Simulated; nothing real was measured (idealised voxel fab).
process module | voxel capacitor over wiring
cross-section cut | 240 nm wide | cells 5 nm
A cross-section is a grid of square cells, given in bands from the top down. A band is one or more rows of cells.
Each band's line starts with the height of the band's top and of its bottom, in nm. Then come its materials from left to right, each with its width in nm. One material with "throughout" fills the band from edge to edge. "air" is empty space.
Height 0 is the level under which the wafer as received is all one material. The lowest band goes on downwards, as in "0 down".
A width such as "30 to 40" changes by the same amount from each row of cells to the next, from the band's top row to its bottom row.
"no change" after a step means that no cell of the cross-section changed.
closed voids: empty space of 8 cells or more with no open way to the top, each as width x height at its distance from the left edge, in nm
after a step's settings: what the simulator itself notes on the step
overlay nm, on a step with a mask: how far to the right of its planned place the mask lay; to the left if negative
plan
1 op RECEIVE | material Si
2 op CONFORMAL_DEP | material SiO2 | thk nm 15
3 op DIRECTIONAL_DEP | material TiN | thk nm 5
4 op DIRECTIONAL_DEP | material Ru | thk nm 15
5 op DIRECTIONAL_DEP | material aC | thk nm 10
6 op PATTERN | tone cover | mask id METAL_1 | material resist | width nm 25 | pitch nm 75 | thk nm 25 | overlay nm 0
7 op DIRECTIONAL_ETCH | etch materials aC | depth nm 10
8 op STRIP | etch materials resist
9 op DIRECTIONAL_ETCH | etch materials Ru | depth nm 15
10 op DIRECTIONAL_ETCH | etch materials TiN | depth nm 5
11 op STRIP | etch materials aC
12 op FILL_DEP | material SiO2 | thk nm 10
13 op CMP | height nm 35
14 op CONFORMAL_DEP | material SiCN | thk nm 5
15 op DIRECTIONAL_DEP | material SiO2 | thk nm 20
16 op MASKED_ETCH | tone open | mask id PLUG_1 | width nm 15 | etch materials SiO2 | depth nm 20 | overlay nm 0
17 op MASKED_ETCH | tone open | mask id PLUG_1 | width nm 15 | etch materials SiCN | depth nm 5 | overlay nm 0
18 op EPI | material Ru | thk nm 10
19 op EPI | material Ru | thk nm 10
20 op EPI | material Ru | thk nm 5
21 op DIRECTIONAL_DEP | material TiN | thk nm 10
22 op DIRECTIONAL_DEP | material SiN | thk nm 5
23 op DIRECTIONAL_DEP | material TiN | thk nm 10
24 op DIRECTIONAL_DEP | material aC | thk nm 15
25 op PATTERN | tone cover | mask id UPPER_PLATE | material resist | width nm 55 | thk nm 30 | overlay nm 0
26 op DIRECTIONAL_ETCH | etch materials aC | depth nm 15
27 op STRIP | etch materials resist
28 op DIRECTIONAL_ETCH | etch materials TiN | depth nm 10
29 op DIRECTIONAL_ETCH | etch materials SiN | depth nm 5
30 op STRIP | etch materials aC
31 op DIRECTIONAL_DEP | material aC | thk nm 15
32 op PATTERN | tone cover | mask id LOWER_PLATE | material resist | width nm 65 | thk nm 30 | overlay nm 0
33 op DIRECTIONAL_ETCH | etch materials aC | depth nm 15
34 op STRIP | etch materials resist
35 op DIRECTIONAL_ETCH | etch materials TiN | depth nm 10
36 op STRIP | etch materials aC
37 op FILL_DEP | material SiO2 | thk nm 15
38 op CMP | height nm 95
39 op DIRECTIONAL_DEP | material aC | thk nm 10
40 op PATTERN | tone open | mask id PLUG_2 | material resist | width nm 15 | thk nm 30 | overlay nm 0
41 op DIRECTIONAL_ETCH | etch materials aC | depth nm 10
42 op STRIP | etch materials resist
43 op DIRECTIONAL_ETCH | etch materials SiO2 | depth nm 10
44 op STRIP | etch materials aC
45 op CONFORMAL_DEP | material TiN | thk nm 5
46 op FILL_DEP | material Cu | thk nm 5
47 op CMP | height nm 95
48 op CONFORMAL_DEP | material SiN | thk nm 5
as received, after step 1
  0 down: Si throughout
  closed voids: none
a wafer at the end: this start, this plan, one mistake
  100 to 95: SiN throughout
  95 to 90: SiO2 90 | TiN 5 | Cu 5 | TiN 5 | SiO2 135
  90 to 85: SiO2 90 | TiN 15 | SiO2 135
  85 to 75: SiO2 80 | TiN 35 | SiO2 125
  75 to 70: SiO2 80 | SiN 35 | SiO2 125
  70 to 60: SiO2 75 | TiN 40 to 60 | SiO2 125 to 105
  60 to 55: SiO2 60 | Ru 55 | TiN 20 | SiO2 105
  55 to 50: SiO2 60 | Ru 55 | SiN 20 | SiO2 105
  50 to 40: SiO2 60 | Ru 55 | TiN 25 | SiO2 100
  40 to 35: SiCN 80 | Ru 15 | SiCN 145
  35 to 20: SiO2 70 | Ru 25 | SiO2 50 | Ru 25 | SiO2 70
  20 to 15: SiO2 70 | TiN 25 | SiO2 50 | TiN 25 | SiO2 70
  15 to 0: SiO2 throughout
  0 down: Si throughout
  closed voids: none
what went wrong: step 15 was left out
